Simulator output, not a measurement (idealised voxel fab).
process module | voxel plated lines
cross-section cut | 165 nm wide | cells 5 nm
A cross-section is a grid of square cells, given in bands from the top down. A band is one or more rows of cells.
Each band's line starts with the height of the band's top and of its bottom, in nm. Then come its materials from left to right, each with its width in nm. One material with "throughout" fills the band from edge to edge. "air" is empty space.
Height 0 is the level under which the wafer as received is all one material. The lowest band goes on downwards, as in "0 down".
A width such as "30 to 40" changes by the same amount from each row of cells to the next, from the band's top row to its bottom row.
"no change" after a step means that no cell of the cross-section changed.
closed voids: empty space of 8 cells or more with no open way to the top, each as width x height at its distance from the left edge, in nm
after a step's settings: what the simulator itself notes on the step
overlay nm, on a step with a mask: how far to the right of its planned place the mask lay; to the left if negative
plan
1 op RECEIVE | material Si
2 op CONFORMAL_DEP | material Al2O3 | thk nm 10
3 op DIRECTIONAL_DEP | material TiN | thk nm 5
4 op PATTERN | tone open | mask id LINES | material resist | width nm 15 | pitch nm 40 | thk nm 35 | overlay nm 0
5 op EPI | material Ru | thk nm 5
6 op EPI | material Ru | thk nm 10
7 op EPI | material Ru | thk nm 10
8 op STRIP | etch materials resist
9 op DIRECTIONAL_ETCH | etch materials TiN | depth nm 5
10 op CONFORMAL_DEP | material SiO2 | thk nm 5
varied across the wafers: thk nm of step 10. The plan shows the first wafer's value. All wafers start alike
first wafer as received, after step 1
  0 down: Si throughout
  closed voids: none
first wafer at the end, after step 10
  45 to 40: air 30 | SiO2 25 | air 15 | SiO2 25 | air 15 | SiO2 25 | air 30
  40 to 15: air 30 | SiO2 5 | Ru 15 | SiO2 5 | air 15 | SiO2 5 | Ru 15 | SiO2 5 | air 15 | SiO2 5 | Ru 15 | SiO2 5 | air 30
  15 to 10: SiO2 35 | TiN 15 | SiO2 25 | TiN 15 | SiO2 25 | TiN 15 | SiO2 35
  10 to 0: Al2O3 throughout
  0 down: Si throughout
  closed voids: none
last wafer at the end
  65 to 40: air 10 | SiO2 145 | air 10
  40 to 35: air 10 | SiO2 25 | Ru 15 | SiO2 25 | Ru 15 | SiO2 25 | Ru 15 | SiO2 25 | air 10
  35 to 15: SiO2 35 | Ru 15 | SiO2 25 | Ru 15 | SiO2 25 | Ru 15 | SiO2 35
  15 to 10: SiO2 35 | TiN 15 | SiO2 25 | TiN 15 | SiO2 25 | TiN 15 | SiO2 35
  10 to 0: Al2O3 throughout
  0 down: Si throughout
  closed voids: none
each wafer at the end: cells of each material gained (+) or lost (-) since it was received, then its closed voids
thk nm 5 | +66 Al2O3 | +45 Ru | +69 SiO2 | +9 TiN | closed voids: none
thk nm 10 | +66 Al2O3 | +45 Ru | +138 SiO2 | +9 TiN | closed voids: none
thk nm 15 | +66 Al2O3 | +45 Ru | +195 SiO2 | +9 TiN | closed voids: none
thk nm 20 | +66 Al2O3 | +45 Ru | +240 SiO2 | +9 TiN | closed voids: none
thk nm 25 | +66 Al2O3 | +45 Ru | +285 SiO2 | +9 TiN | closed voids: none
